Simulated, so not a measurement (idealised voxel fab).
The document below concerns the process module designated voxel fin reveal.
FYI the section here is cut, 270 nm wide, cells are 5 nm squares.
Notation: cross-section as square-cell grid; stated in bands, top first, going down; one or more cell rows per band. Read a band's entry like this: the first values are the height of its top and the height of its bottom in nm, and what follows is the sequence of materials from left to right, each with its width in nm. Note that "air" is empty space, and that a single material marked "everywhere" reaches across the band from edge to edge. Convention: height 0 is the level below which the wafer, as received, is all one material. The lowest band does not terminate at the bottom but continues downward, represented as "top 0, no bottom". So if you see something like "30 to 40" for the width, read it as the top row of the band sitting at the first number and the bottom row at the second, with every row in between moving by the same amount as the last. A step reported as "no change" is a step in which no cell of the cross-section changed. For the entry "Sealed cavities", the listed items are empty spaces with no open way to the top whose size is 8 cells or more; each item follows the pattern width x height at distance, where distance is from the left edge and all three are in nm. Anything after a step's settings on that line? It's the simulator's own note about the step. If you see "overlay nm" on a step's line and that step has a mask, it's telling you how far right of where it was planned the mask ended up; a negative number means it went left instead.
### Steps in the process plan
1,RECEIVE, material Si
2,CONFORMAL_DEP, material SiN, thk nm 10
3,MASKED_ETCH, tone cover, mask id FINS, width nm 15, pitch nm 40, etch materials SiN, depth nm 10, overlay nm 0
4,MASKED_ETCH, tone cover, mask id FINS, width nm 15, pitch nm 40, etch materials Si, depth nm 30, overlay nm 0
5,OXIDIZE, depth nm 5
6,FILL_DEP, material SiO2, thk nm 5
7,CMP, height nm 10
8,SELECTIVE_ETCH, etch materials SiO2, depth nm 30
9,STRIP, etch materials SiN
10,CONFORMAL_DEP, material HfO2, thk nm 5
### Cross-section, incoming material, after step 1
	top 0, no bottom  Si everywhere
	Sealed cavities: none
### Wafer cross-section at module end: first of two, run to plan
	top 5, bottom 0  air: 105; HfO2: 15; air: 25; HfO2: 15; air: 110
	top 0, bottom -15  air: 105; HfO2: 5; Si: 5; HfO2: 5; air: 25; HfO2: 5; Si: 5; HfO2: 5; air: 110
	top -15, bottom -20  HfO2: 110; Si: 5; HfO2: 35; Si: 5; HfO2: 115
	top -20, bottom -35  SiO2: 110; Si: 5; SiO2: 35; Si: 5; SiO2: 115
	top -35, no bottom  Si everywhere
	Sealed cavities: none
### Wafer two, end of module, cross-section. Same start, same plan as wafer one. One mistake in the run
	top 0, bottom -20  air: 110; Si: 5; air: 35; Si: 5; air: 115
	top -20, bottom -35  SiO2: 110; Si: 5; SiO2: 35; Si: 5; SiO2: 115
	top -35, no bottom  Si everywhere
	Sealed cavities: none
Diagnosis: it should be noted that step 10 of the plan was omitted and was not performed
The second wafer ends with more or fewer cells of some materials than the first, per final count: HfO2 -70
